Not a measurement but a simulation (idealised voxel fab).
Title: Process Module voxel self aligned contacts
Xsec cut, 220 nm wide, square cell size 5 nm.
Think of the cross-section as a grid of square cells. We describe it in bands, top to bottom, and each band covers one or more rows of those cells. Band: top and bottom heights (nm) first, top before bottom; then materials from left to right, widths in nm. "edge to edge" marks a sole material filling the band edge to edge. "blank" denotes empty space. We count height from 0. Below that, the starting wafer is all one material. The lowest band never ends at the bottom but goes on down; see "0 -> down" for how that is written. Read "30 to 40" as a graded width: first number on top, second number at the bottom, same change between each pair of neighbouring rows. What does "no change occurred" mean for a step? It means no cell of the cross-section changed in that step. "Sealed-off cavities" lists enclosed empty spaces (at least 8 cells, no open path upward to the top), each as width x height at distance from the left edge, in nm. Post-settings text on a step line: simulator's own remark regarding the step. For masked steps, "overlay nm" on the step line gives how far right of plan the mask actually lay; a minus sign means it lay to the left.

### This section lists the process steps that were planned
1) RECEIVE: material Si
2) CONFORMAL_DEP: material SiO2, thk nm 5
3) DIRECTIONAL_DEP: material polySi, thk nm 20
4) DIRECTIONAL_DEP: material SiN, thk nm 15
5) DIRECTIONAL_DEP: material aC, thk nm 15
6) PATTERN: tone cover, mask id GATE, material resist, width nm 30, pitch nm 65, thk nm 35, overlay nm 0
7) DIRECTIONAL_ETCH: etch materials aC, depth nm 15
8) STRIP: etch materials resist
9) DIRECTIONAL_ETCH: etch materials SiN, depth nm 15
10) DIRECTIONAL_ETCH: etch materials polySi, depth nm 20
11) STRIP: etch materials aC
12) CONFORMAL_DEP: material SiN, thk nm 5
13) DIRECTIONAL_ETCH: etch materials SiN, depth nm 5
14) FILL_DEP: material SiO2, thk nm 15
15) CMP: height nm 45
16) MASKED_ETCH: tone open, mask id CONTACT, width nm 45, etch materials SiO2, depth nm 45, overlay nm 0
17) CONFORMAL_DEP: material TiN, thk nm 5
18) FILL_DEP: material Ru, thk nm 10
19) CMP: height nm 45
20) CONFORMAL_DEP: material SiCN, thk nm 5

### The following pertains to the first of two wafers, which was processed as planned

### This is the cross-section of the wafer as we received it, i.e. after step 1
0 -> down  Si edge to edge
Sealed-off cavities: none

### Cross-section: wafer state after step 2
5 -> 0  SiO2 edge to edge
Note: structure below 0 unchanged.

### Cross-section: wafer state after step 3
25 -> 5  polySi edge to edge
Note: structure below 5 unchanged.

### Cross-section: wafer state after step 4
40 -> 25  SiN edge to edge
Note: structure below 25 unchanged.

### Cross-section: wafer state after step 5
55 -> 40  aC edge to edge
Note: structure below 40 unchanged.

### Cross-section: wafer state after step 6
90 -> 55  blank: 60 | resist: 30 | blank: 35 | resist: 30 | blank: 65
Note: structure below 55 unchanged.

### Cross-section: wafer state after step 7
75 -> 55  blank: 60 | resist: 30 | blank: 35 | resist: 30 | blank: 65
55 -> 40  blank: 60 | aC: 30 | blank: 35 | aC: 30 | blank: 65
Note: structure below 40 unchanged.

### Cross-section: wafer state after step 8
55 -> 40  blank: 60 | aC: 30 | blank: 35 | aC: 30 | blank: 65
Note: structure below 40 unchanged.

### Cross-section: wafer state after step 9
55 -> 40  blank: 60 | aC: 30 | blank: 35 | aC: 30 | blank: 65
40 -> 25  blank: 60 | SiN: 30 | blank: 35 | SiN: 30 | blank: 65
Note: structure below 25 unchanged.

### Cross-section: wafer state after step 10
55 -> 40  blank: 60 | aC: 30 | blank: 35 | aC: 30 | blank: 65
40 -> 25  blank: 60 | SiN: 30 | blank: 35 | SiN: 30 | blank: 65
25 -> 5  blank: 60 | polySi: 30 | blank: 35 | polySi: 30 | blank: 65
Note: structure below 5 unchanged.

### Cross-section: wafer state after step 11
40 -> 25  blank: 60 | SiN: 30 | blank: 35 | SiN: 30 | blank: 65
Note: structure below 25 unchanged.

### Cross-section: wafer state after step 12
45 -> 25  blank: 55 | SiN: 40 | blank: 25 | SiN: 40 | blank: 60
25 -> 10  blank: 55 | SiN: 5 | polySi: 30 | SiN: 5 | blank: 25 | SiN: 5 | polySi: 30 | SiN: 5 | blank: 60
10 -> 5  SiN: 60 | polySi: 30 | SiN: 35 | polySi: 30 | SiN: 65
Note: structure below 5 unchanged.

### Cross-section: wafer state after step 13
40 -> 25  blank: 55 | SiN: 40 | blank: 25 | SiN: 40 | blank: 60
25 -> 5  blank: 55 | SiN: 5 | polySi: 30 | SiN: 5 | blank: 25 | SiN: 5 | polySi: 30 | SiN: 5 | blank: 60
Note: structure below 5 unchanged.

### Cross-section: wafer state after step 14
55 -> 40  SiO2 edge to edge
40 -> 25  SiO2: 55 | SiN: 40 | SiO2: 25 | SiN: 40 | SiO2: 60
25 -> 5  SiO2: 55 | SiN: 5 | polySi: 30 | SiN: 5 | SiO2: 25 | SiN: 5 | polySi: 30 | SiN: 5 | SiO2: 60
Note: structure below 5 unchanged.

### Cross-section: wafer state after step 15
45 -> 40  SiO2 edge to edge
Note: structure below 40 unchanged.

### Cross-section: wafer state after step 16
45 -> 40  SiO2: 85 | blank: 45 | SiO2: 90
40 -> 25  SiO2: 55 | SiN: 40 | blank: 25 | SiN: 40 | SiO2: 60
25 -> 5  SiO2: 55 | SiN: 5 | polySi: 30 | SiN: 5 | blank: 25 | SiN: 5 | polySi: 30 | SiN: 5 | SiO2: 60
5 -> 0  SiO2: 95 | blank: 25 | SiO2: 100
Note: structure below 0 unchanged.

### Cross-section: wafer state after step 17
50 -> 45  TiN: 90 | blank: 35 | TiN: 95
45 -> 40  SiO2: 85 | TiN: 15 | blank: 15 | TiN: 15 | SiO2: 90
40 -> 25  SiO2: 55 | SiN: 40 | TiN: 5 | blank: 15 | TiN: 5 | SiN: 40 | SiO2: 60
25 -> 5  SiO2: 55 | SiN: 5 | polySi: 30 | SiN: 5 | TiN: 5 | blank: 15 | TiN: 5 | SiN: 5 | polySi: 30 | SiN: 5 | SiO2: 60
5 -> 0  SiO2: 95 | TiN: 25 | SiO2: 100
Note: structure below 0 unchanged.

### Cross-section: wafer state after step 18
60 -> 50  Ru edge to edge
50 -> 45  TiN: 90 | Ru: 35 | TiN: 95
45 -> 40  SiO2: 85 | TiN: 15 | Ru: 15 | TiN: 15 | SiO2: 90
40 -> 25  SiO2: 55 | SiN: 40 | TiN: 5 | Ru: 15 | TiN: 5 | SiN: 40 | SiO2: 60
25 -> 5  SiO2: 55 | SiN: 5 | polySi: 30 | SiN: 5 | TiN: 5 | Ru: 15 | TiN: 5 | SiN: 5 | polySi: 30 | SiN: 5 | SiO2: 60
Note: structure below 5 unchanged.

### Cross-section: wafer state after step 19
45 -> 40  SiO2: 85 | TiN: 15 | Ru: 15 | TiN: 15 | SiO2: 90
Note: structure below 40 unchanged.

### Cross-section: wafer state after step 20
50 -> 45  SiCN edge to edge
Note: structure below 45 unchanged.

### Companion wafer, the second of two: same beginning, same intended sequence, one mistake in carrying it out; through step 15 inclusive it tracks the first exactly

### Second wafer: cross-section at the scheduled end of step 16
45 -> 40  SiO2: 75 | blank: 45 | SiO2: 100
40 -> 25  SiO2: 55 | SiN: 40 | blank: 25 | SiN: 40 | SiO2: 60
25 -> 5  SiO2: 55 | SiN: 5 | polySi: 30 | SiN: 5 | blank: 25 | SiN: 5 | polySi: 30 | SiN: 5 | SiO2: 60
5 -> 0  SiO2: 95 | blank: 25 | SiO2: 100
Note: structure below 0 unchanged.

### Second wafer: cross-section at the scheduled end of step 17
50 -> 45  TiN: 80 | blank: 35 | TiN: 105
45 -> 40  SiO2: 75 | TiN: 25 | blank: 15 | TiN: 5 | SiO2: 100
40 -> 25  SiO2: 55 | SiN: 40 | TiN: 5 | blank: 15 | TiN: 5 | SiN: 40 | SiO2: 60
25 -> 5  SiO2: 55 | SiN: 5 | polySi: 30 | SiN: 5 | TiN: 5 | blank: 15 | TiN: 5 | SiN: 5 | polySi: 30 | SiN: 5 | SiO2: 60
5 -> 0  SiO2: 95 | TiN: 25 | SiO2: 100
Note: structure below 0 unchanged.

### Second wafer: cross-section at the scheduled end of step 18
60 -> 50  Ru edge to edge
50 -> 45  TiN: 80 | Ru: 35 | TiN: 105
45 -> 40  SiO2: 75 | TiN: 25 | Ru: 15 | TiN: 5 | SiO2: 100
40 -> 25  SiO2: 55 | SiN: 40 | TiN: 5 | Ru: 15 | TiN: 5 | SiN: 40 | SiO2: 60
25 -> 5  SiO2: 55 | SiN: 5 | polySi: 30 | SiN: 5 | TiN: 5 | Ru: 15 | TiN: 5 | SiN: 5 | polySi: 30 | SiN: 5 | SiO2: 60
Note: structure below 5 unchanged.

### Second wafer: cross-section at the scheduled end of step 19
45 -> 40  SiO2: 75 | TiN: 25 | Ru: 15 | TiN: 5 | SiO2: 100
Note: structure below 40 unchanged.

### Second wafer: cross-section at the scheduled end of step 20
50 -> 45  SiCN edge to edge
Note: structure below 45 unchanged.
The mistake made against the process plan was this: so step 16 ended up running with a different setting than we planned, it ran as MASKED_ETCH: tone open, mask id CONTACT, width nm 45, etch materials SiO2, depth nm 45, overlay nm -10
Cell counts per material: same on both final wafers. Positions: different.
